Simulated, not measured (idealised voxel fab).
A process module follows: voxel capacitor over wiring.
Cross-section cut: width 175 nm, square cells of 5 nm.
Reading order for cross-sections: top band down to bottom band. Underlying form: a grid of square cells. Band size: one or more rows of cells.
Heights first: top, then bottom, in nm. Then materials, left to right, each with a width in nm. "everywhere" on a single material: fills the band edge to edge. "blank": empty space.
The level at which height equals 0 is the one under which the wafer, as it arrives, is entirely one material. No lower edge exists for the bottom band, which continues downward and is notated as in "0 nm and below".
Graded width ("30->40"): value in top row of band = first number; value in bottom row = second number; row-to-row change constant.
Step note "no change occurred" = no cross-section cell changed.
Reported under the label "Voids, enclosed" are the empty spaces having no open way to the top and comprising 8 cells or more; the notation for each is width x height at distance, in which the distance is measured from the left edge and all three values are in nm.
Read whatever lies past the settings on a step's line as the simulator's own remark about the step.
You can add "overlay nm" to a step's line. For a step with a mask, it describes how far the mask lay to the right of its planned position, and a negative number describes a lay to the left.
Planned process steps
| 1 | RECEIVE: material Si |
| 2 | CONFORMAL_DEP: material SiO2, thk nm 10 |
| 3 | DIRECTIONAL_DEP: material TiN, thk nm 5 |
| 4 | DIRECTIONAL_DEP: material Ru, thk nm 20 |
| 5 | DIRECTIONAL_DEP: material aC, thk nm 15 |
| 6 | PATTERN: tone cover, mask id METAL_1, material resist, width nm 25, pitch nm 75, thk nm 30, overlay nm 0 |
| 7 | DIRECTIONAL_ETCH: etch materials aC, depth nm 15 |
| 8 | STRIP: etch materials resist |
| 9 | DIRECTIONAL_ETCH: etch materials Ru, depth nm 20 |
| 10 | DIRECTIONAL_ETCH: etch materials TiN, depth nm 5 |
| 11 | STRIP: etch materials aC |
| 12 | FILL_DEP: material lowk, thk nm 10 |
| 13 | CMP: height nm 35 |
| 14 | CONFORMAL_DEP: material SiCN, thk nm 5 |
| 15 | DIRECTIONAL_DEP: material SiO2, thk nm 20 |
| 16 | DIRECTIONAL_DEP: material aC, thk nm 10 |
| 17 | PATTERN: tone open, mask id PLUG_1, material resist, width nm 15, thk nm 25, overlay nm 0 |
| 18 | DIRECTIONAL_ETCH: etch materials aC, depth nm 10 |
| 19 | STRIP: etch materials resist |
| 20 | DIRECTIONAL_ETCH: etch materials SiO2, depth nm 20 |
| 21 | DIRECTIONAL_ETCH: etch materials SiCN, depth nm 5 |
| 22 | STRIP: etch materials aC |
| 23 | EPI: material Ru, thk nm 10 |
| 24 | EPI: material Ru, thk nm 10 |
| 25 | EPI: material Ru, thk nm 5 |
| 26 | DIRECTIONAL_DEP: material TiN, thk nm 10 |
| 27 | DIRECTIONAL_DEP: material SiN, thk nm 5 |
| 28 | DIRECTIONAL_DEP: material TiN, thk nm 5 |
| 29 | PATTERN: tone cover, mask id UPPER_PLATE, material resist, width nm 55, thk nm 15, overlay nm 0 |
| 30 | DIRECTIONAL_ETCH: etch materials TiN, depth nm 5 |
| 31 | DIRECTIONAL_ETCH: etch materials SiN, depth nm 5 |
| 32 | STRIP: etch materials resist |
| 33 | MASKED_ETCH: tone cover, mask id LOWER_PLATE, width nm 65, etch materials TiN, depth nm 10, overlay nm 0 |
| 34 | FILL_DEP: material SiO2, thk nm 20 |
| 35 | CMP: height nm 95 |
| 36 | DIRECTIONAL_DEP: material aC, thk nm 10 |
| 37 | PATTERN: tone open, mask id PLUG_2, material resist, width nm 15, thk nm 30, overlay nm 0 |
| 38 | DIRECTIONAL_ETCH: etch materials aC, depth nm 10 |
| 39 | STRIP: etch materials resist |
| 40 | DIRECTIONAL_ETCH: etch materials SiO2, depth nm 15 |
| 41 | STRIP: etch materials aC |
| 42 | CONFORMAL_DEP: material TiN, thk nm 5 |
| 43 | FILL_DEP: material Cu, thk nm 5 |
| 44 | CMP: height nm 95 |
| 45 | CONFORMAL_DEP: material SiN, thk nm 5 |
as received, after step 1
- 0 nm and below: Si everywhere
- Voids, enclosed: none
Sectioned view, first of two wafers, at the close of the module, processed as intended in the plan
- 100 nm to 95 nm: SiN everywhere
- 95 nm to 85 nm: 55 nm SiO2; 5 nm TiN; 5 nm Cu; 5 nm TiN; 105 nm SiO2
- 85 nm to 75 nm: 55->45 nm SiO2; 15->55 nm TiN; 105->75 nm SiO2
- 75 nm to 70 nm: 45 nm SiO2; 55 nm SiN; 75 nm SiO2
- 70 nm to 60 nm: 40 nm SiO2; 65 nm TiN; 70 nm SiO2
- 60 nm to 40 nm: 45 nm SiO2; 15 nm Ru; 115 nm SiO2
- 40 nm to 35 nm: 45 nm SiCN; 15 nm Ru; 115 nm SiCN
- 35 nm to 15 nm: 35 nm lowk; 25 nm Ru; 50 nm lowk; 25 nm Ru; 40 nm lowk
- 15 nm to 10 nm: 35 nm lowk; 25 nm TiN; 50 nm lowk; 25 nm TiN; 40 nm lowk
- 10 nm to 0 nm: SiO2 everywhere
- 0 nm and below: Si everywhere
- Voids, enclosed: none
Wafer two, end of module, cross-section. Same start, same plan as wafer one. One mistake in the run
- 100 nm to 95 nm: SiN everywhere
- 95 nm to 85 nm: 55 nm SiO2; 5 nm TiN; 5 nm Cu; 5 nm TiN; 105 nm SiO2
- 85 nm to 75 nm: 55->45 nm SiO2; 15->55 nm TiN; 105->75 nm SiO2
- 75 nm to 70 nm: 45 nm SiO2; 55 nm SiN; 75 nm SiO2
- 70 nm to 60 nm: 40 nm SiO2; 65 nm TiN; 70 nm SiO2
- 60 nm to 40 nm: 35 nm SiO2; 15 nm Ru; 125 nm SiO2
- 40 nm to 35 nm: 35 nm SiCN; 15 nm Ru; 125 nm SiCN
- 35 nm to 15 nm: 35 nm lowk; 25 nm Ru; 50 nm lowk; 25 nm Ru; 40 nm lowk
- 15 nm to 10 nm: 35 nm lowk; 25 nm TiN; 50 nm lowk; 25 nm TiN; 40 nm lowk
- 10 nm to 0 nm: SiO2 everywhere
- 0 nm and below: Si everywhere
- Voids, enclosed: none
Here's what went sideways: step 17 changed vs plan, executed as PATTERN: tone open, mask id PLUG_1, material resist, width nm 15, thk nm 25, overlay nm -10
at the end the second wafer has, in cells: as many of each material as the first, in other places
